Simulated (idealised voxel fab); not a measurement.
Process module name: voxel capacitor over wiring
Square cell edge 5 nm, section width 215 nm, ID cut.
Cross-section format: a grid of square cells, given as bands from top to bottom; each band is one or more rows of cells. Band: top height; bottom height; in nm. Then, left to right: material with width in nm, for each material. "edge to edge": a single material spanning edge to edge. "air": empty space. Ref level 0: as-received wafer is one material below here. Bottom band extends down with no lower bound ("from 0 down"). A two-number width, for instance "30 to 40", indicates that the width is equal to the first number in the top row of the band and to the second number in the bottom row, and that it changes by a constant amount per row of cells. Given "remains unaltered" for a step, no cell of the cross-section differs between before and after that step. Closed empty spaces (no open way to the top) of 8 cells or more are what "Voids lacking openings" lists, each as width x height at distance from the left edge, nm for all three. On each step's line, the part that comes after the settings is the simulator's own comment on the step. Each step line may optionally specify "overlay nm", which for a step with a mask gives the rightward distance between the mask's planned place and where it lay, a negative value indicating the leftward direction.
# Process steps (planned)
1: RECEIVE [material Si]
2: CONFORMAL_DEP [material SiO2] [thk nm 15]
3: CONFORMAL_DEP [material SiN] [thk nm 5]
4: DIRECTIONAL_DEP [material SiO2] [thk nm 25]
5: PATTERN [tone open] [mask id METAL_1] [material resist] [width nm 25] [pitch nm 80] [thk nm 15] [overlay nm 0]
6: DIRECTIONAL_ETCH [etch materials SiO2] [depth nm 25]
7: DIRECTIONAL_ETCH [etch materials SiN] [depth nm 5]
8: STRIP [etch materials resist]
9: CONFORMAL_DEP [material TiN] [thk nm 5]
10: FILL_DEP [material W] [thk nm 10]
11: CMP [height nm 45]
12: EPI [material Ru] [thk nm 5]
13: FILL_DEP [material SiCN] [thk nm 5]
14: DIRECTIONAL_DEP [material lowk] [thk nm 15]
15: PATTERN [tone open] [mask id PLUG_1] [material resist] [width nm 15] [thk nm 15] [overlay nm 0]
16: DIRECTIONAL_ETCH [etch materials lowk] [depth nm 15]
17: DIRECTIONAL_ETCH [etch materials SiCN] [depth nm 5]
18: STRIP [etch materials resist]
19: EPI [material Ru] [thk nm 10]
20: EPI [material Ru] [thk nm 10]
21: DIRECTIONAL_DEP [material TiN] [thk nm 5]
22: DIRECTIONAL_DEP [material HfO2] [thk nm 5]
23: DIRECTIONAL_DEP [material TiN] [thk nm 5]
24: PATTERN [tone cover] [mask id UPPER_PLATE] [material resist] [width nm 60] [thk nm 20] [overlay nm 0]
25: DIRECTIONAL_ETCH [etch materials TiN] [depth nm 5]
26: DIRECTIONAL_ETCH [etch materials HfO2] [depth nm 5]
27: STRIP [etch materials resist]
28: PATTERN [tone cover] [mask id LOWER_PLATE] [material resist] [width nm 70] [thk nm 20] [overlay nm 0]
29: DIRECTIONAL_ETCH [etch materials TiN] [depth nm 5]
30: STRIP [etch materials resist]
31: FILL_DEP [material SiO2] [thk nm 20]
32: CMP [height nm 100]
33: MASKED_ETCH [tone open] [mask id PLUG_2] [width nm 15] [etch materials SiO2] [depth nm 15] [overlay nm 0]
34: CONFORMAL_DEP [material TiN] [thk nm 5]
35: FILL_DEP [material Ru] [thk nm 10]
36: CMP [height nm 100]
37: CONFORMAL_DEP [material SiCN] [thk nm 5]
# First of two wafers, processed according to plan
# The cross-section here shows the wafer as received, i.e. in its state after step 1
from 0 down: Si edge to edge
Voids lacking openings: none
# Cross-section of the wafer subsequent to step 2
from 15 to 0: SiO2 edge to edge
Beneath the level 0, the cross-section is identical to its previous state.
# Cross-section of the wafer subsequent to step 3
from 20 to 15: SiN edge to edge
Beneath the level 15, the cross-section is identical to its previous state.
# Cross-section of the wafer subsequent to step 4
from 45 to 20: SiO2 edge to edge
Beneath the level 20, the cross-section is identical to its previous state.
# Cross-section of the wafer subsequent to step 5
from 60 to 45: resist: 55, air: 25, resist: 55, air: 25, resist: 55
Beneath the level 45, the cross-section is identical to its previous state.
# Cross-section of the wafer subsequent to step 6
from 60 to 45: resist: 55, air: 25, resist: 55, air: 25, resist: 55
from 45 to 20: SiO2: 55, air: 25, SiO2: 55, air: 25, SiO2: 55
Beneath the level 20, the cross-section is identical to its previous state.
# Cross-section of the wafer subsequent to step 7
from 60 to 45: resist: 55, air: 25, resist: 55, air: 25, resist: 55
from 45 to 20: SiO2: 55, air: 25, SiO2: 55, air: 25, SiO2: 55
from 20 to 15: SiN: 55, air: 25, SiN: 55, air: 25, SiN: 55
Beneath the level 15, the cross-section is identical to its previous state.
# Cross-section of the wafer subsequent to step 8
from 45 to 20: SiO2: 55, air: 25, SiO2: 55, air: 25, SiO2: 55
Beneath the level 20, the cross-section is identical to its previous state.
# Cross-section of the wafer subsequent to step 9
from 50 to 45: TiN: 60, air: 15, TiN: 65, air: 15, TiN: 60
from 45 to 20: SiO2: 55, TiN: 5, air: 15, TiN: 5, SiO2: 55, TiN: 5, air: 15, TiN: 5, SiO2: 55
from 20 to 15: SiN: 55, TiN: 25, SiN: 55, TiN: 25, SiN: 55
Beneath the level 15, the cross-section is identical to its previous state.
# Cross-section of the wafer subsequent to step 10
from 60 to 50: W edge to edge
from 50 to 45: TiN: 60, W: 15, TiN: 65, W: 15, TiN: 60
from 45 to 20: SiO2: 55, TiN: 5, W: 15, TiN: 5, SiO2: 55, TiN: 5, W: 15, TiN: 5, SiO2: 55
Beneath the level 20, the cross-section is identical to its previous state.
# Cross-section of the wafer subsequent to step 11
from 45 to 20: SiO2: 55, TiN: 5, W: 15, TiN: 5, SiO2: 55, TiN: 5, W: 15, TiN: 5, SiO2: 55
Beneath the level 20, the cross-section is identical to its previous state.
# Cross-section of the wafer subsequent to step 12
from 50 to 45: air: 50, Ru: 35, air: 45, Ru: 35, air: 50
Beneath the level 45, the cross-section is identical to its previous state.
# Cross-section of the wafer subsequent to step 13
from 55 to 50: SiCN edge to edge
from 50 to 45: SiCN: 50, Ru: 35, SiCN: 45, Ru: 35, SiCN: 50
Beneath the level 45, the cross-section is identical to its previous state.
# Cross-section of the wafer subsequent to step 14
from 70 to 55: lowk edge to edge
Beneath the level 55, the cross-section is identical to its previous state.
# Cross-section of the wafer subsequent to step 15
from 85 to 70: resist: 65, air: 15, resist: 135
Beneath the level 70, the cross-section is identical to its previous state.
# Cross-section of the wafer subsequent to step 16
from 85 to 70: resist: 65, air: 15, resist: 135
from 70 to 55: lowk: 65, air: 15, lowk: 135
Beneath the level 55, the cross-section is identical to its previous state.
# Cross-section of the wafer subsequent to step 17
from 85 to 70: resist: 65, air: 15, resist: 135
from 70 to 55: lowk: 65, air: 15, lowk: 135
from 55 to 50: SiCN: 65, air: 15, SiCN: 135
Beneath the level 50, the cross-section is identical to its previous state.
# Cross-section of the wafer subsequent to step 18
from 70 to 55: lowk: 65, air: 15, lowk: 135
Beneath the level 55, the cross-section is identical to its previous state.
# Cross-section of the wafer subsequent to step 19
from 70 to 60: lowk: 65, air: 15, lowk: 135
from 60 to 55: lowk: 65, Ru: 15, lowk: 135
from 55 to 50: SiCN: 65, Ru: 15, SiCN: 135
Beneath the level 50, the cross-section is identical to its previous state.
# Cross-section of the wafer subsequent to step 20
from 70 to 55: lowk: 65, Ru: 15, lowk: 135
Beneath the level 55, the cross-section is identical to its previous state.
# Cross-section of the wafer subsequent to step 21
from 75 to 70: TiN edge to edge
Beneath the level 70, the cross-section is identical to its previous state.
# Cross-section of the wafer subsequent to step 22
from 80 to 75: HfO2 edge to edge
Beneath the level 75, the cross-section is identical to its previous state.
# Cross-section of the wafer subsequent to step 23
from 85 to 80: TiN edge to edge
Beneath the level 80, the cross-section is identical to its previous state.
# Cross-section of the wafer subsequent to step 24
from 105 to 85: air: 65, resist: 60, air: 90
Beneath the level 85, the cross-section is identical to its previous state.
# Cross-section of the wafer subsequent to step 25
from 105 to 85: air: 65, resist: 60, air: 90
from 85 to 80: air: 65, TiN: 60, air: 90
Beneath the level 80, the cross-section is identical to its previous state.
# Cross-section of the wafer subsequent to step 26
from 105 to 85: air: 65, resist: 60, air: 90
from 85 to 80: air: 65, TiN: 60, air: 90
from 80 to 75: air: 65, HfO2: 60, air: 90
Beneath the level 75, the cross-section is identical to its previous state.
# Cross-section of the wafer subsequent to step 27
from 85 to 80: air: 65, TiN: 60, air: 90
Beneath the level 80, the cross-section is identical to its previous state.
# Cross-section of the wafer subsequent to step 28
from 105 to 85: air: 60, resist: 70, air: 85
from 85 to 80: air: 60, resist: 5, TiN: 60, resist: 5, air: 85
from 80 to 75: air: 60, resist: 5, HfO2: 60, resist: 5, air: 85
Beneath the level 75, the cross-section is identical to its previous state.
# Cross-section of the wafer subsequent to step 29
from 105 to 85: air: 60, resist: 70, air: 85
from 85 to 80: air: 60, resist: 5, TiN: 60, resist: 5, air: 85
from 80 to 75: air: 60, resist: 5, HfO2: 60, resist: 5, air: 85
from 75 to 70: air: 60, TiN: 70, air: 85
Beneath the level 70, the cross-section is identical to its previous state.
# Cross-section of the wafer subsequent to step 30
from 85 to 80: air: 65, TiN: 60, air: 90
from 80 to 75: air: 65, HfO2: 60, air: 90
Beneath the level 75, the cross-section is identical to its previous state.
# Cross-section of the wafer subsequent to step 31
from 105 to 85: SiO2 edge to edge
from 85 to 80: SiO2: 65, TiN: 60, SiO2: 90
from 80 to 75: SiO2: 65, HfO2: 60, SiO2: 90
from 75 to 70: SiO2: 60, TiN: 70, SiO2: 85
Beneath the level 70, the cross-section is identical to its previous state.
# Cross-section of the wafer subsequent to step 32
from 100 to 85: SiO2 edge to edge
Beneath the level 85, the cross-section is identical to its previous state.
# Cross-section of the wafer subsequent to step 33
from 100 to 85: SiO2: 75, air: 15, SiO2: 125
Beneath the level 85, the cross-section is identical to its previous state.
# Cross-section of the wafer subsequent to step 34
from 105 to 100: TiN: 80, air: 5, TiN: 130
from 100 to 90: SiO2: 75, TiN: 5, air: 5, TiN: 5, SiO2: 125
from 90 to 80: SiO2: 75 to 65, TiN: 15 to 60, SiO2: 125 to 90
Beneath the level 80, the cross-section is identical to its previous state.
# Cross-section of the wafer subsequent to step 35
from 115 to 105: Ru edge to edge
from 105 to 100: TiN: 80, Ru: 5, TiN: 130
from 100 to 90: SiO2: 75, TiN: 5, Ru: 5, TiN: 5, SiO2: 125
Beneath the level 90, the cross-section is identical to its previous state.
# Cross-section of the wafer subsequent to step 36
from 100 to 90: SiO2: 75, TiN: 5, Ru: 5, TiN: 5, SiO2: 125
Beneath the level 90, the cross-section is identical to its previous state.
# Cross-section of the wafer subsequent to step 37
from 105 to 100: SiCN edge to edge
Beneath the level 100, the cross-section is identical to its previous state.
# Second wafer, same starting conditions and recipe as the first, one mistake in executing it, nothing differs from the first up to and including step 10
# Second wafer cross-section, taken as of the time the plan sets for step 11 to be done
from 40 to 20: SiO2: 55, TiN: 5, W: 15, TiN: 5, SiO2: 55, TiN: 5, W: 15, TiN: 5, SiO2: 55
Beneath the level 20, the cross-section is identical to its previous state.
# Second wafer cross-section, taken as of the time the plan sets for step 12 to be done
from 45 to 40: air: 50, Ru: 35, air: 45, Ru: 35, air: 50
Beneath the level 40, the cross-section is identical to its previous state.
# Second wafer cross-section, taken as of the time the plan sets for step 13 to be done
from 50 to 45: SiCN edge to edge
from 45 to 40: SiCN: 50, Ru: 35, SiCN: 45, Ru: 35, SiCN: 50
Beneath the level 40, the cross-section is identical to its previous state.
# Second wafer cross-section, taken as of the time the plan sets for step 14 to be done
from 65 to 50: lowk edge to edge
Beneath the level 50, the cross-section is identical to its previous state.
# Second wafer cross-section, taken as of the time the plan sets for step 15 to be done
from 80 to 65: resist: 65, air: 15, resist: 135
Beneath the level 65, the cross-section is identical to its previous state.
# Second wafer cross-section, taken as of the time the plan sets for step 16 to be done
from 80 to 65: resist: 65, air: 15, resist: 135
from 65 to 50: lowk: 65, air: 15, lowk: 135
Beneath the level 50, the cross-section is identical to its previous state.
# Second wafer cross-section, taken as of the time the plan sets for step 17 to be done
from 80 to 65: resist: 65, air: 15, resist: 135
from 65 to 50: lowk: 65, air: 15, lowk: 135
from 50 to 45: SiCN: 65, air: 15, SiCN: 135
Beneath the level 45, the cross-section is identical to its previous state.
# Second wafer cross-section, taken as of the time the plan sets for step 18 to be done
from 65 to 50: lowk: 65, air: 15, lowk: 135
Beneath the level 50, the cross-section is identical to its previous state.
# Second wafer cross-section, taken as of the time the plan sets for step 19 to be done
from 65 to 55: lowk: 65, air: 15, lowk: 135
from 55 to 50: lowk: 65, Ru: 15, lowk: 135
from 50 to 45: SiCN: 65, Ru: 15, SiCN: 135
Beneath the level 45, the cross-section is identical to its previous state.
# Second wafer cross-section, taken as of the time the plan sets for step 20 to be done
from 65 to 50: lowk: 65, Ru: 15, lowk: 135
Beneath the level 50, the cross-section is identical to its previous state.
# Second wafer cross-section, taken as of the time the plan sets for step 21 to be done
from 70 to 65: TiN edge to edge
Beneath the level 65, the cross-section is identical to its previous state.
# Second wafer cross-section, taken as of the time the plan sets for step 22 to be done
from 75 to 70: HfO2 edge to edge
Beneath the level 70, the cross-section is identical to its previous state.
# Second wafer cross-section, taken as of the time the plan sets for step 23 to be done
from 80 to 75: TiN edge to edge
Beneath the level 75, the cross-section is identical to its previous state.
# Second wafer cross-section, taken as of the time the plan sets for step 24 to be done
from 100 to 80: air: 65, resist: 60, air: 90
Beneath the level 80, the cross-section is identical to its previous state.
# Second wafer cross-section, taken as of the time the plan sets for step 25 to be done
from 100 to 80: air: 65, resist: 60, air: 90
from 80 to 75: air: 65, TiN: 60, air: 90
Beneath the level 75, the cross-section is identical to its previous state.
# Second wafer cross-section, taken as of the time the plan sets for step 26 to be done
from 100 to 80: air: 65, resist: 60, air: 90
from 80 to 75: air: 65, TiN: 60, air: 90
from 75 to 70: air: 65, HfO2: 60, air: 90
Beneath the level 70, the cross-section is identical to its previous state.
# Second wafer cross-section, taken as of the time the plan sets for step 27 to be done
from 80 to 75: air: 65, TiN: 60, air: 90
Beneath the level 75, the cross-section is identical to its previous state.
# Second wafer cross-section, taken as of the time the plan sets for step 28 to be done
from 100 to 80: air: 60, resist: 70, air: 85
from 80 to 75: air: 60, resist: 5, TiN: 60, resist: 5, air: 85
from 75 to 70: air: 60, resist: 5, HfO2: 60, resist: 5, air: 85
Beneath the level 70, the cross-section is identical to its previous state.
# Second wafer cross-section, taken as of the time the plan sets for step 29 to be done
from 100 to 80: air: 60, resist: 70, air: 85
from 80 to 75: air: 60, resist: 5, TiN: 60, resist: 5, air: 85
from 75 to 70: air: 60, resist: 5, HfO2: 60, resist: 5, air: 85
from 70 to 65: air: 60, TiN: 70, air: 85
Beneath the level 65, the cross-section is identical to its previous state.
# Second wafer cross-section, taken as of the time the plan sets for step 30 to be done
from 80 to 75: air: 65, TiN: 60, air: 90
from 75 to 70: air: 65, HfO2: 60, air: 90
Beneath the level 70, the cross-section is identical to its previous state.
# Second wafer cross-section, taken as of the time the plan sets for step 31 to be done
from 100 to 80: SiO2 edge to edge
from 80 to 75: SiO2: 65, TiN: 60, SiO2: 90
from 75 to 70: SiO2: 65, HfO2: 60, SiO2: 90
from 70 to 65: SiO2: 60, TiN: 70, SiO2: 85
Beneath the level 65, the cross-section is identical to its previous state.
Second wafer cross-section, taken as of the time the plan sets for step 32 to be done: remains unaltered
# Second wafer cross-section, taken as of the time the plan sets for step 33 to be done
from 100 to 85: SiO2: 75, air: 15, SiO2: 125
Beneath the level 85, the cross-section is identical to its previous state.
# Second wafer cross-section, taken as of the time the plan sets for step 34 to be done
from 105 to 100: TiN: 80, air: 5, TiN: 130
from 100 to 90: SiO2: 75, TiN: 5, air: 5, TiN: 5, SiO2: 125
from 90 to 85: SiO2: 75, TiN: 15, SiO2: 125
Beneath the level 85, the cross-section is identical to its previous state.
# Second wafer cross-section, taken as of the time the plan sets for step 35 to be done
from 115 to 105: Ru edge to edge
from 105 to 100: TiN: 80, Ru: 5, TiN: 130
from 100 to 90: SiO2: 75, TiN: 5, Ru: 5, TiN: 5, SiO2: 125
Beneath the level 90, the cross-section is identical to its previous state.
# Second wafer cross-section, taken as of the time the plan sets for step 36 to be done
from 100 to 90: SiO2: 75, TiN: 5, Ru: 5, TiN: 5, SiO2: 125
Beneath the level 90, the cross-section is identical to its previous state.
# Second wafer cross-section, taken as of the time the plan sets for step 37 to be done
from 105 to 100: SiCN edge to edge
Beneath the level 100, the cross-section is identical to its previous state.
Misprocessing identified: the process deviated at step 11: the operation and settings actually run there were CMP [height nm 40]
End check, counted in cells, second wafer has more or fewer of these materials than the first: SiO2: 10 more; TiN: 4 fewer; W: 6 fewer
